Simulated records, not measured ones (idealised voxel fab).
You're looking at the process module voxel wiring stack.
Xsec cut, 215 nm wide, square cell size 5 nm.
When this document writes out a cross-section, it uses a grid of square cells and lists it as bands, beginning at the top and moving down, with a band standing for one or more rows of cells. Band: top and bottom heights (nm) first, top before bottom; then materials from left to right, widths in nm. "edge to edge" marks a sole material filling the band edge to edge. "air" denotes empty space. Ref level 0: as-received wafer is one material below here. Bottom band extends down with no lower bound ("z 0 and below"). When a width is written as two numbers, as in "30 to 40", the first number is the width in the top row of cells of the band and the second is the width in its bottom row, and the width changes by the same amount from each row to the next. It should be understood that the words "stayed the same", when stated for a given step, signify that the cross-section underwent no change in any of its cells during that step. The label "Sealed void inventory" introduces a list of the empty spaces, 8 cells or larger, that have no open way up to the top; each entry in it reads width x height at distance, where the distance is taken from the left edge and all three are stated in nm. On a step's line, text after the settings is the simulator commenting on that step. "overlay nm", when on a step's line for a step with a mask, measures how far to the right of its planned place the mask lay; a negative measure means to the left.

[Set out below are the planned steps of the process]
1,op RECEIVE | material Si
2,op CONFORMAL_DEP | material SiO2 | thk nm 15
3,op CONFORMAL_DEP | material SiN | thk nm 5
4,op DIRECTIONAL_DEP | material lowk | thk nm 15
5,op MASKED_ETCH | tone open | mask id METAL_1 | width nm 25 | pitch nm 45 | etch materials lowk | depth nm 15 | overlay nm 0
6,op MASKED_ETCH | tone open | mask id METAL_1 | width nm 25 | pitch nm 45 | etch materials SiN | depth nm 5 | overlay nm 0
7,op CONFORMAL_DEP | material TiN | thk nm 5
8,op FILL_DEP | material Cu | thk nm 5
9,op CMP | height nm 35
10,op CONFORMAL_DEP | material SiCN | thk nm 5
11,op DIRECTIONAL_DEP | material SiO2 | thk nm 25
12,op DIRECTIONAL_DEP | material aC | thk nm 10
13,op PATTERN | tone open | mask id METAL_2_HOLES | material resist | width nm 15 | pitch nm 45 | thk nm 25 | overlay nm 0
14,op DIRECTIONAL_ETCH | etch materials aC | depth nm 10
15,op STRIP | etch materials resist
16,op DIRECTIONAL_ETCH | etch materials SiO2 | depth nm 25
17,op STRIP | etch materials aC
18,op MASKED_ETCH | tone open | mask id METAL_2 | width nm 25 | pitch nm 45 | etch materials SiO2 | depth nm 15 | overlay nm 0
19,op MASKED_ETCH | tone open | mask id METAL_2 | width nm 25 | pitch nm 45 | etch materials SiCN | depth nm 5 | overlay nm 0
20,op CONFORMAL_DEP | material TiN | thk nm 5
21,op FILL_DEP | material Ru | thk nm 10
22,op CMP | height nm 65
23,op CONFORMAL_DEP | material SiCN | thk nm 5
24,op DIRECTIONAL_DEP | material SiO2 | thk nm 15
25,op MASKED_ETCH | tone open | mask id PLUG_2 | width nm 15 | etch materials SiO2 | depth nm 15 | overlay nm 0
26,op MASKED_ETCH | tone open | mask id PLUG_2 | width nm 15 | etch materials SiCN | depth nm 5 | overlay nm 0
27,op EPI | material Ru | thk nm 10
28,op EPI | material Ru | thk nm 10
29,op DIRECTIONAL_DEP | material TiN | thk nm 5
30,op DIRECTIONAL_DEP | material Ru | thk nm 20
31,op DIRECTIONAL_DEP | material aC | thk nm 10
32,op PATTERN | tone cover | mask id METAL_3 | material resist | width nm 25 | pitch nm 45 | thk nm 25 | overlay nm 0
33,op DIRECTIONAL_ETCH | etch materials aC | depth nm 10
34,op STRIP | etch materials resist
35,op DIRECTIONAL_ETCH | etch materials Ru | depth nm 20
36,op DIRECTIONAL_ETCH | etch materials TiN | depth nm 5
37,op STRIP | etch materials aC
38,op FILL_DEP | material SiO2 | thk nm 5
39,op CMP | height nm 110
40,op CONFORMAL_DEP | material SiCN | thk nm 5
41,op DIRECTIONAL_DEP | material lowk | thk nm 25
42,op MASKED_ETCH | tone open | mask id METAL_4 | width nm 25 | pitch nm 45 | etch materials lowk | depth nm 15 | overlay nm 0
43,op DIRECTIONAL_DEP | material aC | thk nm 15
44,op PATTERN | tone open | mask id METAL_4_HOLES | material resist | width nm 15 | thk nm 35 | overlay nm 0
45,op DIRECTIONAL_ETCH | etch materials aC | depth nm 15
46,op STRIP | etch materials resist
47,op DIRECTIONAL_ETCH | etch materials lowk | depth nm 10
48,op DIRECTIONAL_ETCH | etch materials SiCN | depth nm 5
49,op STRIP | etch materials aC
50,op CONFORMAL_DEP | material TiN | thk nm 5
51,op FILL_DEP | material Cu | thk nm 10
52,op CMP | height nm 140
53,op CONFORMAL_DEP | material SiCN | thk nm 5

[As-received wafer cross-section (after step 1)]
> z 0 and below  Si edge to edge
> Sealed void inventory: none

[Final cross-section, module run with one mistake (start and plan as above)]
> z 145 to 140  SiCN edge to edge
> z 140 to 130  lowk 70  TiN 5  Cu 15  TiN 5  lowk 20  TiN 5  Cu 15  TiN 5  lowk 75
> z 130 to 125  lowk 70  TiN 5  Cu 5  TiN 15  lowk 20  TiN 25  lowk 75
> z 125 to 115  lowk 70  TiN 5  Cu 5  TiN 5  lowk 130
> z 115 to 110  SiCN 70  TiN 15  SiCN 130
> z 110 to 90  SiO2 70  Ru 25  SiO2 20  Ru 25  SiO2 75
> z 90 to 85  SiO2 70  TiN 25  SiO2 20  TiN 25  SiO2 75
> z 85 to 70  SiO2 70  Ru 15  SiO2 130
> z 70 to 65  SiCN 70  Ru 15  SiCN 130
> z 65 to 55  SiO2 70  TiN 5  Ru 15  TiN 5  SiO2 20  TiN 5  Ru 15  TiN 5  SiO2 75
> z 55 to 50  SiO2 70  TiN 5  Ru 5  TiN 15  SiO2 20  TiN 5  Ru 5  TiN 15  SiO2 75
> z 50 to 40  SiO2 70  TiN 5  Ru 5  TiN 5  SiO2 30  TiN 5  Ru 5  TiN 5  SiO2 85
> z 40 to 35  SiCN 70  TiN 15  SiCN 30  TiN 15  SiCN 85
> z 35 to 25  lowk 70  TiN 5  Cu 15  TiN 5  lowk 20  TiN 5  Cu 15  TiN 5  lowk 75
> z 25 to 20  lowk 70  TiN 25  lowk 20  TiN 25  lowk 75
> z 20 to 5  SiO2 edge to edge
> z 5 to 0  SiN edge to edge
> z 0 and below  Si edge to edge
> Sealed void inventory: none
What was the processing mistake? step 3 occupied the plan position of step 2, and the converse holds as well
